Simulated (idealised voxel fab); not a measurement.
Process module, titled voxel released beams
The cross-section on display is named cut; it measures 195 nm wide, and its cells are 5 nm squares.
Format of a cross-section: grid, square cells. Given as bands. Order: top down. Band: one or more rows of cells. Heads up on the band format: heights come first, top then bottom, in nm. After that it's the materials left to right, each with its width in nm. A single material flagged "full width" fills the whole band edge to edge, and "air" means there's empty space there. All heights in this document are referenced to 0, defined as the level beneath which the wafer, as received, consists entirely of one material. The lowest band is not bounded below; it extends indefinitely downward and is written in the form "0 nm and below". The expression "30..40" gives the width at the extremes of the band, the first number at its top row of cells and the second at its bottom row, with the width changing by equal amounts from each row to the next in between. It should be understood that the words "no alteration", when stated for a given step, signify that the cross-section underwent no change in any of its cells during that step. Enclosed voids (no open way to top), threshold 8 cells or more, entry "Enclosed empty spaces", notation width x height at distance, distance from left edge, nm. Step line, after settings: the simulator's comment on this step. The line of a step may include "overlay nm". On a step with a mask, this value is how far to the right of its planned place the mask lay. A negative value means the mask lay to the left.
## The process steps that were planned are listed below
1) RECEIVE, material Si
2) CONFORMAL_DEP, material SiN, thk nm 5
3) DIRECTIONAL_DEP, material SiO2, thk nm 10
4) DIRECTIONAL_DEP, material aC, thk nm 10
5) PATTERN, tone open, mask id ANCHOR, material resist, width nm 40, thk nm 30, overlay nm 0
6) DIRECTIONAL_ETCH, etch materials aC, depth nm 10
7) STRIP, etch materials resist
8) DIRECTIONAL_ETCH, etch materials SiO2, depth nm 10
9) STRIP, etch materials aC
10) CONFORMAL_DEP, material W, thk nm 15
11) MASKED_ETCH, tone cover, mask id BEAM, width nm 110, etch materials W, depth nm 15, overlay nm 0
12) STRIP, etch materials SiO2
## as received, after step 1
* 0 nm and below = Si full width
* Enclosed empty spaces: none
## Cross-section: first of two wafers, module finished, run according to plan
* 30 nm to 20 nm = air 40; W 20; air 10; W 80; air 45
* 20 nm to 15 nm = air 40; W 110; air 45
* 15 nm to 5 nm = air 45; W 40; air 110
* 5 nm to 0 nm = SiN full width
* 0 nm and below = Si full width
* Enclosed empty spaces: none
## Now the second wafer, cross-sectioned at the end of the module. Nothing different at the start, nothing different in the plan compared with the first, just one mistake when it was actually run
* 30 nm to 20 nm = air 40; W 30; air 10; W 70; air 45
* 20 nm to 15 nm = air 40; W 110; air 45
* 15 nm to 5 nm = air 55; W 40; air 100
* 5 nm to 0 nm = SiN full width
* 0 nm and below = Si full width
* Enclosed empty spaces: none
Plan not followed: off-plan run, step 5, actual operation and settings PATTERN, tone open, mask id ANCHOR, material resist, width nm 40, thk nm 30, overlay nm 10
When the process is done, the second wafer contains the same cell count of every material as the first wafer, but distributed over other locations.
